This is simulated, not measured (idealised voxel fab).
Process module heading - voxel wiring stack
Cross-section cut spans 260 nm and uses square cells 5 nm in size.
Bands, listed from the top down, are how a cross-section gets written in this document; the cross-section itself is a grid of square cells, and a band is one or more rows of them.
Within each band entry, the heights of the top and of the bottom of the band appear first, in that order and in nm; the materials of the band then follow from left to right, each with its corresponding width in nm. The designation "everywhere" on a single material indicates that it fills the band from edge to edge; the designation "empty" indicates empty space.
Height reference: 0 = level under which incoming wafer is all one material. Lowest band: no bottom, runs on downward, e.g. "0 and below".
The expression "30..40" gives the width at the extremes of the band, the first number at its top row of cells and the second at its bottom row, with the width changing by equal amounts from each row to the next in between.
No cell of the cross-section changed in a step that is given as "no modification".
This entry, "Closed cavity list", enumerates those empty regions of no fewer than 8 cells that possess no open connection to the top. Each region is reported in the form width x height at distance, the distance being taken from the left edge, with all three quantities expressed in nm.
Past the settings on a step's line: simulator remark, on that step.
The line of a step may include "overlay nm". On a step with a mask, this value is how far to the right of its planned place the mask lay. A negative value means the mask lay to the left.

-- Listed below are the process steps as planned
- 1: RECEIVE [material Si]
- 2: CONFORMAL_DEP [material SiO2] [thk nm 10]
- 3: DIRECTIONAL_DEP [material TiN] [thk nm 5]
- 4: DIRECTIONAL_DEP [material W] [thk nm 25]
- 5: MASKED_ETCH [tone cover] [mask id METAL_1] [width nm 20] [pitch nm 50] [etch materials W] [depth nm 25] [overlay nm 0]
- 6: MASKED_ETCH [tone cover] [mask id METAL_1] [width nm 20] [pitch nm 50] [etch materials TiN] [depth nm 5] [overlay nm 0]
- 7: CONFORMAL_DEP [material SiN] [thk nm 5]
- 8: FILL_DEP [material lowk] [thk nm 10]
- 9: CMP [height nm 40]
- 10: CONFORMAL_DEP [material SiCN] [thk nm 5]
- 11: DIRECTIONAL_DEP [material lowk] [thk nm 15]
- 12: MASKED_ETCH [tone open] [mask id PLUG_1] [width nm 15] [pitch nm 100] [etch materials lowk] [depth nm 15] [overlay nm 0]
- 13: MASKED_ETCH [tone open] [mask id PLUG_1] [width nm 15] [pitch nm 100] [etch materials SiCN] [depth nm 5] [overlay nm 0]
- 14: CONFORMAL_DEP [material TiN] [thk nm 5]
- 15: FILL_DEP [material Cu] [thk nm 5]
- 16: CMP [height nm 60]
- 17: CONFORMAL_DEP [material SiCN] [thk nm 5]
- 18: DIRECTIONAL_DEP [material SiO2] [thk nm 25]
- 19: DIRECTIONAL_DEP [material aC] [thk nm 15]
- 20: PATTERN [tone open] [mask id METAL_2] [material resist] [width nm 20] [pitch nm 50] [thk nm 30] [overlay nm 0]
- 21: DIRECTIONAL_ETCH [etch materials aC] [depth nm 15]
- 22: STRIP [etch materials resist]
- 23: DIRECTIONAL_ETCH [etch materials SiO2] [depth nm 25]
- 24: DIRECTIONAL_ETCH [etch materials SiCN] [depth nm 5]
- 25: STRIP [etch materials aC]
- 26: CONFORMAL_DEP [material TiN] [thk nm 5]
- 27: FILL_DEP [material Ru] [thk nm 10]
- 28: CMP [height nm 90]
- 29: CONFORMAL_DEP [material SiCN] [thk nm 5]
- 30: DIRECTIONAL_DEP [material SiO2] [thk nm 20]
- 31: MASKED_ETCH [tone open] [mask id PLUG_2] [width nm 15] [pitch nm 50] [etch materials SiO2] [depth nm 20] [overlay nm 0]
- 32: MASKED_ETCH [tone open] [mask id PLUG_2] [width nm 15] [pitch nm 50] [etch materials SiCN] [depth nm 5] [overlay nm 0]
- 33: CONFORMAL_DEP [material TiN] [thk nm 5]
- 34: FILL_DEP [material W] [thk nm 5]
- 35: CMP [height nm 115]
- 36: CONFORMAL_DEP [material SiCN] [thk nm 5]
- 37: DIRECTIONAL_DEP [material SiO2] [thk nm 20]
- 38: PATTERN [tone open] [mask id METAL_3] [material resist] [width nm 20] [pitch nm 50] [thk nm 15] [overlay nm 0]
- 39: DIRECTIONAL_ETCH [etch materials SiO2] [depth nm 20]
- 40: DIRECTIONAL_ETCH [etch materials SiCN] [depth nm 5]
- 41: STRIP [etch materials resist]
- 42: CONFORMAL_DEP [material TiN] [thk nm 5]
- 43: FILL_DEP [material Ru] [thk nm 5]
- 44: CMP [height nm 140]
- 45: EPI [material Ru] [thk nm 5]
- 46: FILL_DEP [material SiCN] [thk nm 5]

-- Wafer at receipt (post step 1), cross-section
* 0 and below  Si everywhere
* Closed cavity list: none

-- Here's the cross-section of the first of our two wafers at the end of the module - it ran as planned
* 150 down to 145  SiCN everywhere
* 145 down to 140  65 SiCN, 30 Ru, 20 SiCN, 30 Ru, 20 SiCN, 30 Ru, 65 SiCN
* 140 down to 120  70 SiO2, 5 TiN, 10 Ru, 5 TiN, 30 SiO2, 5 TiN, 10 Ru, 5 TiN, 30 SiO2, 5 TiN, 10 Ru, 5 TiN, 70 SiO2
* 120 down to 115  70 SiCN, 20 TiN, 30 SiCN, 20 TiN, 30 SiCN, 20 TiN, 70 SiCN
* 115 down to 95  70 SiO2, 5 TiN, 5 W, 5 TiN, 35 SiO2, 5 TiN, 5 W, 5 TiN, 35 SiO2, 5 TiN, 5 W, 5 TiN, 75 SiO2
* 95 down to 90  70 SiCN, 15 TiN, 35 SiCN, 15 TiN, 35 SiCN, 15 TiN, 75 SiCN
* 90 down to 65  70 SiO2, 5 TiN, 10 Ru, 5 TiN, 30 SiO2, 5 TiN, 10 Ru, 5 TiN, 30 SiO2, 5 TiN, 10 Ru, 5 TiN, 70 SiO2
* 65 down to 60  70 SiCN, 20 TiN, 30 SiCN, 20 TiN, 30 SiCN, 20 TiN, 70 SiCN
* 60 down to 45  70 lowk, 5 TiN, 5 Cu, 5 TiN, 85 lowk, 5 TiN, 5 Cu, 5 TiN, 75 lowk
* 45 down to 40  70 SiCN, 15 TiN, 85 SiCN, 15 TiN, 75 SiCN
* 40 down to 15  65 lowk, 5 SiN, 20 W, 5 SiN, 20 lowk, 5 SiN, 20 W, 5 SiN, 20 lowk, 5 SiN, 20 W, 5 SiN, 65 lowk
* 15 down to 10  70 SiN, 20 TiN, 30 SiN, 20 TiN, 30 SiN, 20 TiN, 70 SiN
* 10 down to 0  SiO2 everywhere
* 0 and below  Si everywhere
* Closed cavity list: none

-- What the second wafer looks like in cross-section once the module is done. Its start and its plan matched the first wafer's exactly; what differed was one mistake in how it was run
* 150 down to 145  SiCN everywhere
* 145 down to 140  65 SiCN, 30 Ru, 20 SiCN, 30 Ru, 20 SiCN, 30 Ru, 65 SiCN
* 140 down to 120  70 SiO2, 5 TiN, 10 Ru, 5 TiN, 30 SiO2, 5 TiN, 10 Ru, 5 TiN, 30 SiO2, 5 TiN, 10 Ru, 5 TiN, 70 SiO2
* 120 down to 115  70 SiCN, 20 TiN, 30 SiCN, 20 TiN, 30 SiCN, 20 TiN, 70 SiCN
* 115 down to 95  70 SiO2, 5 TiN, 5 W, 5 TiN, 35 SiO2, 5 TiN, 5 W, 5 TiN, 35 SiO2, 5 TiN, 5 W, 5 TiN, 75 SiO2
* 95 down to 90  70 SiCN, 15 TiN, 35 SiCN, 15 TiN, 35 SiCN, 15 TiN, 75 SiCN
* 90 down to 65  70 SiO2, 5 TiN, 10 Ru, 5 TiN, 30 SiO2, 5 TiN, 10 Ru, 5 TiN, 30 SiO2, 5 TiN, 10 Ru, 5 TiN, 70 SiO2
* 65 down to 60  70 SiCN, 20 TiN, 30 SiCN, 20 TiN, 30 SiCN, 20 TiN, 70 SiCN
* 60 down to 50  70 lowk, 5 TiN, 10 Cu, 5 TiN, 80 lowk, 5 TiN, 10 Cu, 5 TiN, 70 lowk
* 50 down to 45  70 lowk, 5 TiN, 5 Cu, 10 TiN, 80 lowk, 5 TiN, 5 Cu, 10 TiN, 70 lowk
* 45 down to 40  70 SiCN, 15 TiN, 85 SiCN, 15 TiN, 75 SiCN
* 40 down to 15  65 lowk, 5 SiN, 20 W, 5 SiN, 20 lowk, 5 SiN, 20 W, 5 SiN, 20 lowk, 5 SiN, 20 W, 5 SiN, 65 lowk
* 15 down to 10  70 SiN, 20 TiN, 30 SiN, 20 TiN, 30 SiN, 20 TiN, 70 SiN
* 10 down to 0  SiO2 everywhere
* 0 and below  Si everywhere
* Closed cavity list: none
Processing error: for step 12, the planned setting was not used; the step was instead run as MASKED_ETCH [tone open] [mask id PLUG_1] [width nm 20] [pitch nm 100] [etch materials lowk] [depth nm 15] [overlay nm 0]
Per the end-of-run cell counts, the second wafer holds more or fewer of some materials than the first: Cu: 4 more; TiN: 2 more; lowk: 6 fewer
